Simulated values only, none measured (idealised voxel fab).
process module | voxel self aligned contacts
cross-section cut | 145 nm wide | cells 5 nm
A cross-section is a grid of square cells, given in bands from the top down. A band is one or more rows of cells.
Each band's line starts with the height of the band's top and of its bottom, in nm. Then come its materials from left to right, each with its width in nm. One material with "throughout" fills the band from edge to edge. "air" is empty space.
Height 0 is the level under which the wafer as received is all one material. The lowest band goes on downwards, as in "0 down".
A width such as "30 to 40" changes by the same amount from each row of cells to the next, from the band's top row to its bottom row.
"no change" after a step means that no cell of the cross-section changed.
closed voids: empty space of 8 cells or more with no open way to the top, each as width x height at its distance from the left edge, in nm
after a step's settings: what the simulator itself notes on the step
overlay nm, on a step with a mask: how far to the right of its planned place the mask lay; to the left if negative
plan
1 op RECEIVE | material Si
2 op OXIDIZE | depth nm 5
3 op DIRECTIONAL_DEP | material polySi | thk nm 20
4 op DIRECTIONAL_DEP | material SiN | thk nm 15
5 op DIRECTIONAL_DEP | material aC | thk nm 10
6 op PATTERN | tone cover | mask id GATE | material resist | width nm 35 | pitch nm 60 | thk nm 30 | overlay nm 0
7 op DIRECTIONAL_ETCH | etch materials aC | depth nm 10
8 op STRIP | etch materials resist
9 op DIRECTIONAL_ETCH | etch materials SiN | depth nm 15
10 op DIRECTIONAL_ETCH | etch materials polySi | depth nm 20
11 op STRIP | etch materials aC
12 op CONFORMAL_DEP | material SiN | thk nm 5
13 op DIRECTIONAL_ETCH | etch materials SiN | depth nm 5
14 op FILL_DEP | material SiO2 | thk nm 15
15 op CMP | height nm 40
16 op MASKED_ETCH | tone open | mask id CONTACT | width nm 35 | etch materials SiO2 | depth nm 45 | overlay nm 0
17 op CONFORMAL_DEP | material TiN | thk nm 5
18 op FILL_DEP | material Ru | thk nm 5
19 op CMP | height nm 40
20 op CONFORMAL_DEP | material SiN | thk nm 5
first wafer, as planned
as received, after step 1
  0 down: Si throughout
  closed voids: none
after step 2
  0 to -5: SiO2 throughout
  below -5: unchanged
after step 3
  20 to 0: polySi throughout
  below 0: unchanged
after step 4
  35 to 20: SiN throughout
  below 20: unchanged
after step 5
  45 to 35: aC throughout
  below 35: unchanged
after step 6
  75 to 45: air 25 | resist 35 | air 25 | resist 35 | air 25
  below 45: unchanged
after step 7
  65 to 45: air 25 | resist 35 | air 25 | resist 35 | air 25
  45 to 35: air 25 | aC 35 | air 25 | aC 35 | air 25
  below 35: unchanged
after step 8
  45 to 35: air 25 | aC 35 | air 25 | aC 35 | air 25
  below 35: unchanged
after step 9
  45 to 35: air 25 | aC 35 | air 25 | aC 35 | air 25
  35 to 20: air 25 | SiN 35 | air 25 | SiN 35 | air 25
  below 20: unchanged
after step 10
  45 to 35: air 25 | aC 35 | air 25 | aC 35 | air 25
  35 to 20: air 25 | SiN 35 | air 25 | SiN 35 | air 25
  20 to 0: air 25 | polySi 35 | air 25 | polySi 35 | air 25
  below 0: unchanged
after step 11
  35 to 20: air 25 | SiN 35 | air 25 | SiN 35 | air 25
  below 20: unchanged
after step 12
  40 to 20: air 20 | SiN 45 | air 15 | SiN 45 | air 20
  20 to 5: air 20 | SiN 5 | polySi 35 | SiN 5 | air 15 | SiN 5 | polySi 35 | SiN 5 | air 20
  5 to 0: SiN 25 | polySi 35 | SiN 25 | polySi 35 | SiN 25
  below 0: unchanged
after step 13
  35 to 20: air 20 | SiN 45 | air 15 | SiN 45 | air 20
  20 to 0: air 20 | SiN 5 | polySi 35 | SiN 5 | air 15 | SiN 5 | polySi 35 | SiN 5 | air 20
  below 0: unchanged
after step 14
  50 to 35: SiO2 throughout
  35 to 20: SiO2 20 | SiN 45 | SiO2 15 | SiN 45 | SiO2 20
  20 to 0: SiO2 20 | SiN 5 | polySi 35 | SiN 5 | SiO2 15 | SiN 5 | polySi 35 | SiN 5 | SiO2 20
  below 0: unchanged
after step 15
  40 to 35: SiO2 throughout
  below 35: unchanged
after step 16
  40 to 35: SiO2 55 | air 35 | SiO2 55
  35 to 20: SiO2 20 | SiN 45 | air 15 | SiN 45 | SiO2 20
  20 to 0: SiO2 20 | SiN 5 | polySi 35 | SiN 5 | air 15 | SiN 5 | polySi 35 | SiN 5 | SiO2 20
  0 to -5: SiO2 65 | air 15 | SiO2 65
  below -5: unchanged
after step 17
  45 to 40: TiN 60 | air 25 | TiN 60
  40 to 35: SiO2 55 | TiN 15 | air 5 | TiN 15 | SiO2 55
  35 to 20: SiO2 20 | SiN 45 | TiN 5 | air 5 | TiN 5 | SiN 45 | SiO2 20
  20 to 0: SiO2 20 | SiN 5 | polySi 35 | SiN 5 | TiN 5 | air 5 | TiN 5 | SiN 5 | polySi 35 | SiN 5 | SiO2 20
  0 to -5: SiO2 65 | TiN 15 | SiO2 65
  below -5: unchanged
after step 18
  50 to 45: Ru throughout
  45 to 40: TiN 60 | Ru 25 | TiN 60
  40 to 35: SiO2 55 | TiN 15 | Ru 5 | TiN 15 | SiO2 55
  35 to 20: SiO2 20 | SiN 45 | TiN 5 | Ru 5 | TiN 5 | SiN 45 | SiO2 20
  20 to 0: SiO2 20 | SiN 5 | polySi 35 | SiN 5 | TiN 5 | Ru 5 | TiN 5 | SiN 5 | polySi 35 | SiN 5 | SiO2 20
  below 0: unchanged
after step 19
  40 to 35: SiO2 55 | TiN 15 | Ru 5 | TiN 15 | SiO2 55
  below 35: unchanged
after step 20
  45 to 40: SiN throughout
  below 40: unchanged
second wafer: like start, like plan, one mistake. Through step 5 it matches the first wafer
when step 6 should have ended
  75 to 45: air 30 | resist 25 | air 35 | resist 25 | air 30
  below 45: unchanged
when step 7 should have ended
  65 to 45: air 30 | resist 25 | air 35 | resist 25 | air 30
  45 to 35: air 30 | aC 25 | air 35 | aC 25 | air 30
  below 35: unchanged
when step 8 should have ended
  45 to 35: air 30 | aC 25 | air 35 | aC 25 | air 30
  below 35: unchanged
when step 9 should have ended
  45 to 35: air 30 | aC 25 | air 35 | aC 25 | air 30
  35 to 20: air 30 | SiN 25 | air 35 | SiN 25 | air 30
  below 20: unchanged
when step 10 should have ended
  45 to 35: air 30 | aC 25 | air 35 | aC 25 | air 30
  35 to 20: air 30 | SiN 25 | air 35 | SiN 25 | air 30
  20 to 0: air 30 | polySi 25 | air 35 | polySi 25 | air 30
  below 0: unchanged
when step 11 should have ended
  35 to 20: air 30 | SiN 25 | air 35 | SiN 25 | air 30
  below 20: unchanged
when step 12 should have ended
  40 to 20: air 25 | SiN 35 | air 25 | SiN 35 | air 25
  20 to 5: air 25 | SiN 5 | polySi 25 | SiN 5 | air 25 | SiN 5 | polySi 25 | SiN 5 | air 25
  5 to 0: SiN 30 | polySi 25 | SiN 35 | polySi 25 | SiN 30
  below 0: unchanged
when step 13 should have ended
  35 to 20: air 25 | SiN 35 | air 25 | SiN 35 | air 25
  20 to 0: air 25 | SiN 5 | polySi 25 | SiN 5 | air 25 | SiN 5 | polySi 25 | SiN 5 | air 25
  below 0: unchanged
when step 14 should have ended
  50 to 35: SiO2 throughout
  35 to 20: SiO2 25 | SiN 35 | SiO2 25 | SiN 35 | SiO2 25
  20 to 0: SiO2 25 | SiN 5 | polySi 25 | SiN 5 | SiO2 25 | SiN 5 | polySi 25 | SiN 5 | SiO2 25
  below 0: unchanged
when step 15 should have ended
  40 to 35: SiO2 throughout
  below 35: unchanged
when step 16 should have ended
  40 to 35: SiO2 55 | air 35 | SiO2 55
  35 to 20: SiO2 25 | SiN 35 | air 25 | SiN 35 | SiO2 25
  20 to 0: SiO2 25 | SiN 5 | polySi 25 | SiN 5 | air 25 | SiN 5 | polySi 25 | SiN 5 | SiO2 25
  0 to -5: SiO2 60 | air 25 | SiO2 60
  below -5: unchanged
when step 17 should have ended
  45 to 40: TiN 60 | air 25 | TiN 60
  40 to 35: SiO2 55 | TiN 10 | air 15 | TiN 10 | SiO2 55
  35 to 20: SiO2 25 | SiN 35 | TiN 5 | air 15 | TiN 5 | SiN 35 | SiO2 25
  20 to 0: SiO2 25 | SiN 5 | polySi 25 | SiN 5 | TiN 5 | air 15 | TiN 5 | SiN 5 | polySi 25 | SiN 5 | SiO2 25
  0 to -5: SiO2 60 | TiN 25 | SiO2 60
  below -5: unchanged
when step 18 should have ended
  50 to 45: Ru throughout
  45 to 40: TiN 60 | Ru 25 | TiN 60
  40 to 35: SiO2 55 | TiN 10 | Ru 15 | TiN 10 | SiO2 55
  35 to 20: SiO2 25 | SiN 35 | TiN 5 | Ru 15 | TiN 5 | SiN 35 | SiO2 25
  20 to 0: SiO2 25 | SiN 5 | polySi 25 | SiN 5 | TiN 5 | Ru 15 | TiN 5 | SiN 5 | polySi 25 | SiN 5 | SiO2 25
  below 0: unchanged
when step 19 should have ended
  40 to 35: SiO2 55 | TiN 10 | Ru 15 | TiN 10 | SiO2 55
  below 35: unchanged
when step 20 should have ended
  45 to 40: SiN throughout
  below 40: unchanged
what went wrong: step 6 ran as: op PATTERN | tone cover | mask id GATE | material resist | width nm 25 | pitch nm 60 | thk nm 30 | overlay nm 0
at the end the second wafer has, in cells: 16 more of Ru | 12 fewer of SiN | 12 more of SiO2 | 16 fewer of polySi
